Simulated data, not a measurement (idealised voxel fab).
Process module, titled voxel ribs on slabs
In the cross-section labelled cut, the width is 180 nm and each square cell is 5 nm.
Notation: cross-section as square-cell grid; stated in bands, top first, going down; one or more cell rows per band.
It is stipulated that each band's entry specify, in nanometres, the height of the top of the band and then that of its bottom, followed by the materials of the band in left-to-right sequence, each together with its width in nanometres. A single material marked by the word "edge to edge" is understood to fill the band from edge to edge; the word "blank" is understood to denote empty space.
All heights in this document are referenced to 0, defined as the level beneath which the wafer, as received, consists entirely of one material. The lowest band is not bounded below; it extends indefinitely downward and is written in the form "0 down".
A two-number width, for instance "30 to 40", indicates that the width is equal to the first number in the top row of the band and to the second number in the bottom row, and that it changes by a constant amount per row of cells.
Any step labelled "no alteration" changed none of the cells in the cross-section.
The list in "Enclosed void entries" covers empty spaces of 8 cells or more that cannot reach the top through any open way, and it gives each as width x height at distance; the distance is from the left edge, and width, height and distance are in nm.
That trailing text on a step's line, after the settings, is the simulator's own remark on the step.
overlay nm: mask right of planned place by this much (step with mask). Neg. = left.

PROCESS STEPS - PLAN
1. RECEIVE, material Si
2. DIRECTIONAL_DEP, material SiO2, thk nm 30
3. DIRECTIONAL_DEP, material SiN, thk nm 25
4. DIRECTIONAL_DEP, material aC, thk nm 15
5. PATTERN, tone cover, mask id RIB, material resist, width nm 25, thk nm 35, overlay nm 0
6. DIRECTIONAL_ETCH, etch materials aC, depth nm 15
7. STRIP, etch materials resist
8. DIRECTIONAL_ETCH, etch materials SiN, depth nm 5
9. STRIP, etch materials aC
10. PATTERN, tone cover, mask id SLAB, material resist, width nm 65, thk nm 15, overlay nm 0
11. DIRECTIONAL_ETCH, etch materials SiN, depth nm 20
12. STRIP, etch materials resist
13. FILL_DEP, material SiO2, thk nm 25
14. CMP, height nm 75
15. DIRECTIONAL_DEP, material TiN, thk nm 10
16. MASKED_ETCH, tone cover, mask id HEATER, width nm 35, etch materials TiN, depth nm 10, overlay nm 0
17. CONFORMAL_DEP, material SiN, thk nm 10

AS RECEIVED, AFTER STEP 1
> 0 down = Si edge to edge
> Enclosed void entries: none

SAME STARTING WAFER, SAME PLAN AS ABOVE, ONE MISTAKE IN THE EXECUTION; THIS IS THE CROSS-SECTION AT THE END OF THE MODULE
> 100 to 90 = 55 blank, 65 SiN, 60 blank
> 90 to 85 = SiN edge to edge
> 85 to 75 = 70 SiN, 35 TiN, 75 SiN
> 75 to 55 = SiO2 edge to edge
> 55 to 50 = 75 SiO2, 25 SiN, 80 SiO2
> 50 to 30 = 55 SiO2, 65 SiN, 60 SiO2
> 30 to 0 = SiO2 edge to edge
> 0 down = Si edge to edge
> Enclosed void entries: none
What was done differently from what was planned? step 17 did not happen as planned, as run it was CONFORMAL_DEP, material SiN, thk nm 15
